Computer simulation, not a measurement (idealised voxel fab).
The process module presented herein is designated voxel trench capacitor.
The cross-section on display is named cut; it measures 255 nm wide, and its cells are 5 nm squares.
Cross-section layout: square cells on a grid; listed as bands, top to bottom; a band spans one or more cell rows.
For a band, the entry starts with two heights in nm, that of the top and then that of the bottom, and carries on with the band's materials in order from left to right, each alongside its width in nm; the word "all across" beside a single material means it fills the band edge to edge, and "air" means empty space.
Where do heights start? At 0: under that level the wafer as delivered is made of one material only. And the lowest band has no floor; it just carries on downward, as in "from 0 down".
Quick explanation for "30->40": the width changes in equal steps down the rows of cells, from the first number in the band's top row to the second number in its bottom row.
"no change" means the step left every cell of the cross-section as it was.
Reported under the label "Closed void table" are the empty spaces having no open way to the top and comprising 8 cells or more; the notation for each is width x height at distance, in which the distance is measured from the left edge and all three values are in nm.
Where a step's line continues beyond its settings, the continuation is a remark by the simulator itself on that step.
A step line may carry the setting "overlay nm", which, for steps involving a mask, states the distance by which the mask lay to the right of its intended position; negative values denote displacement to the left.
### The planned process steps are enumerated hereunder
| 1 | RECEIVE, material Si |
| 2 | CONFORMAL_DEP, material SiN, thk nm 5 |
| 3 | PATTERN, tone open, mask id TRENCH, material resist, width nm 25, pitch nm 40, thk nm 20, overlay nm 0 |
| 4 | DIRECTIONAL_ETCH, etch materials SiN, depth nm 5 |
| 5 | DIRECTIONAL_ETCH, etch materials Si, depth nm 30 |
| 6 | STRIP, etch materials resist |
| 7 | CONFORMAL_DEP, material HfO2, thk nm 5 |
| 8 | CONFORMAL_DEP, material TiN, thk nm 5 |
| 9 | FILL_DEP, material W, thk nm 5 |
| 10 | CMP, height nm 5 |
### The first of two wafers, run as planned
### The cross-section here shows the wafer as received, i.e. in its state after step 1
from 0 down = Si all across
Closed void table: none
### Cross-sectional representation of the wafer at the conclusion of step 2
from 5 to 0 = SiN all across
Whatever lies below 0 is exactly as it was before.
### Cross-sectional representation of the wafer at the conclusion of step 3
from 25 to 5 = 95 resist, 25 air, 15 resist, 25 air, 95 resist
Whatever lies below 5 is exactly as it was before.
### Cross-sectional representation of the wafer at the conclusion of step 4
from 25 to 5 = 95 resist, 25 air, 15 resist, 25 air, 95 resist
from 5 to 0 = 95 SiN, 25 air, 15 SiN, 25 air, 95 SiN
Whatever lies below 0 is exactly as it was before.
### Cross-sectional representation of the wafer at the conclusion of step 5
from 25 to 5 = 95 resist, 25 air, 15 resist, 25 air, 95 resist
from 5 to 0 = 95 SiN, 25 air, 15 SiN, 25 air, 95 SiN
from 0 to -30 = 95 Si, 25 air, 15 Si, 25 air, 95 Si
Whatever lies below -30 is exactly as it was before.
### Cross-sectional representation of the wafer at the conclusion of step 6
from 5 to 0 = 95 SiN, 25 air, 15 SiN, 25 air, 95 SiN
Whatever lies below 0 is exactly as it was before.
### Cross-sectional representation of the wafer at the conclusion of step 7
from 10 to 5 = 100 HfO2, 15 air, 25 HfO2, 15 air, 100 HfO2
from 5 to 0 = 95 SiN, 5 HfO2, 15 air, 5 HfO2, 15 SiN, 5 HfO2, 15 air, 5 HfO2, 95 SiN
from 0 to -25 = 95 Si, 5 HfO2, 15 air, 5 HfO2, 15 Si, 5 HfO2, 15 air, 5 HfO2, 95 Si
from -25 to -30 = 95 Si, 25 HfO2, 15 Si, 25 HfO2, 95 Si
Whatever lies below -30 is exactly as it was before.
### Cross-sectional representation of the wafer at the conclusion of step 8
from 15 to 10 = 105 TiN, 5 air, 35 TiN, 5 air, 105 TiN
from 10 to 5 = 100 HfO2, 5 TiN, 5 air, 5 TiN, 25 HfO2, 5 TiN, 5 air, 5 TiN, 100 HfO2
from 5 to 0 = 95 SiN, 5 HfO2, 5 TiN, 5 air, 5 TiN, 5 HfO2, 15 SiN, 5 HfO2, 5 TiN, 5 air, 5 TiN, 5 HfO2, 95 SiN
from 0 to -20 = 95 Si, 5 HfO2, 5 TiN, 5 air, 5 TiN, 5 HfO2, 15 Si, 5 HfO2, 5 TiN, 5 air, 5 TiN, 5 HfO2, 95 Si
from -20 to -25 = 95 Si, 5 HfO2, 15 TiN, 5 HfO2, 15 Si, 5 HfO2, 15 TiN, 5 HfO2, 95 Si
Whatever lies below -25 is exactly as it was before.
### Cross-sectional representation of the wafer at the conclusion of step 9
from 20 to 15 = W all across
from 15 to 10 = 105 TiN, 5 W, 35 TiN, 5 W, 105 TiN
from 10 to 5 = 100 HfO2, 5 TiN, 5 W, 5 TiN, 25 HfO2, 5 TiN, 5 W, 5 TiN, 100 HfO2
from 5 to 0 = 95 SiN, 5 HfO2, 5 TiN, 5 W, 5 TiN, 5 HfO2, 15 SiN, 5 HfO2, 5 TiN, 5 W, 5 TiN, 5 HfO2, 95 SiN
from 0 to -20 = 95 Si, 5 HfO2, 5 TiN, 5 W, 5 TiN, 5 HfO2, 15 Si, 5 HfO2, 5 TiN, 5 W, 5 TiN, 5 HfO2, 95 Si
Whatever lies below -20 is exactly as it was before.
### Cross-sectional representation of the wafer at the conclusion of step 10
from 5 to 0 = 95 SiN, 5 HfO2, 5 TiN, 5 W, 5 TiN, 5 HfO2, 15 SiN, 5 HfO2, 5 TiN, 5 W, 5 TiN, 5 HfO2, 95 SiN
Whatever lies below 0 is exactly as it was before.
### Wafer two: like wafer one in start and plan, but with one mistake in execution; identical up to and including step 2
### X-section, second wafer, when step 3 was due to finish
from 25 to 5 = 90 resist, 25 air, 15 resist, 25 air, 100 resist
Whatever lies below 5 is exactly as it was before.
### X-section, second wafer, when step 4 was due to finish
from 25 to 5 = 90 resist, 25 air, 15 resist, 25 air, 100 resist
from 5 to 0 = 90 SiN, 25 air, 15 SiN, 25 air, 100 SiN
Whatever lies below 0 is exactly as it was before.
### X-section, second wafer, when step 5 was due to finish
from 25 to 5 = 90 resist, 25 air, 15 resist, 25 air, 100 resist
from 5 to 0 = 90 SiN, 25 air, 15 SiN, 25 air, 100 SiN
from 0 to -30 = 90 Si, 25 air, 15 Si, 25 air, 100 Si
Whatever lies below -30 is exactly as it was before.
### X-section, second wafer, when step 6 was due to finish
from 5 to 0 = 90 SiN, 25 air, 15 SiN, 25 air, 100 SiN
Whatever lies below 0 is exactly as it was before.
### X-section, second wafer, when step 7 was due to finish
from 10 to 5 = 95 HfO2, 15 air, 25 HfO2, 15 air, 105 HfO2
from 5 to 0 = 90 SiN, 5 HfO2, 15 air, 5 HfO2, 15 SiN, 5 HfO2, 15 air, 5 HfO2, 100 SiN
from 0 to -25 = 90 Si, 5 HfO2, 15 air, 5 HfO2, 15 Si, 5 HfO2, 15 air, 5 HfO2, 100 Si
from -25 to -30 = 90 Si, 25 HfO2, 15 Si, 25 HfO2, 100 Si
Whatever lies below -30 is exactly as it was before.
### X-section, second wafer, when step 8 was due to finish
from 15 to 10 = 100 TiN, 5 air, 35 TiN, 5 air, 110 TiN
from 10 to 5 = 95 HfO2, 5 TiN, 5 air, 5 TiN, 25 HfO2, 5 TiN, 5 air, 5 TiN, 105 HfO2
from 5 to 0 = 90 SiN, 5 HfO2, 5 TiN, 5 air, 5 TiN, 5 HfO2, 15 SiN, 5 HfO2, 5 TiN, 5 air, 5 TiN, 5 HfO2, 100 SiN
from 0 to -20 = 90 Si, 5 HfO2, 5 TiN, 5 air, 5 TiN, 5 HfO2, 15 Si, 5 HfO2, 5 TiN, 5 air, 5 TiN, 5 HfO2, 100 Si
from -20 to -25 = 90 Si, 5 HfO2, 15 TiN, 5 HfO2, 15 Si, 5 HfO2, 15 TiN, 5 HfO2, 100 Si
Whatever lies below -25 is exactly as it was before.
### X-section, second wafer, when step 9 was due to finish
from 20 to 15 = W all across
from 15 to 10 = 100 TiN, 5 W, 35 TiN, 5 W, 110 TiN
from 10 to 5 = 95 HfO2, 5 TiN, 5 W, 5 TiN, 25 HfO2, 5 TiN, 5 W, 5 TiN, 105 HfO2
from 5 to 0 = 90 SiN, 5 HfO2, 5 TiN, 5 W, 5 TiN, 5 HfO2, 15 SiN, 5 HfO2, 5 TiN, 5 W, 5 TiN, 5 HfO2, 100 SiN
from 0 to -20 = 90 Si, 5 HfO2, 5 TiN, 5 W, 5 TiN, 5 HfO2, 15 Si, 5 HfO2, 5 TiN, 5 W, 5 TiN, 5 HfO2, 100 Si
Whatever lies below -20 is exactly as it was before.
### X-section, second wafer, when step 10 was due to finish
from 5 to 0 = 90 SiN, 5 HfO2, 5 TiN, 5 W, 5 TiN, 5 HfO2, 15 SiN, 5 HfO2, 5 TiN, 5 W, 5 TiN, 5 HfO2, 100 SiN
Whatever lies below 0 is exactly as it was before.
Nonconformance to the process plan: not per plan at step 3, really ran PATTERN, tone open, mask id TRENCH, material resist, width nm 25, pitch nm 40, thk nm 20, overlay nm -5
The two final wafers agree on how many cells each material fills and disagree on which cells those are.
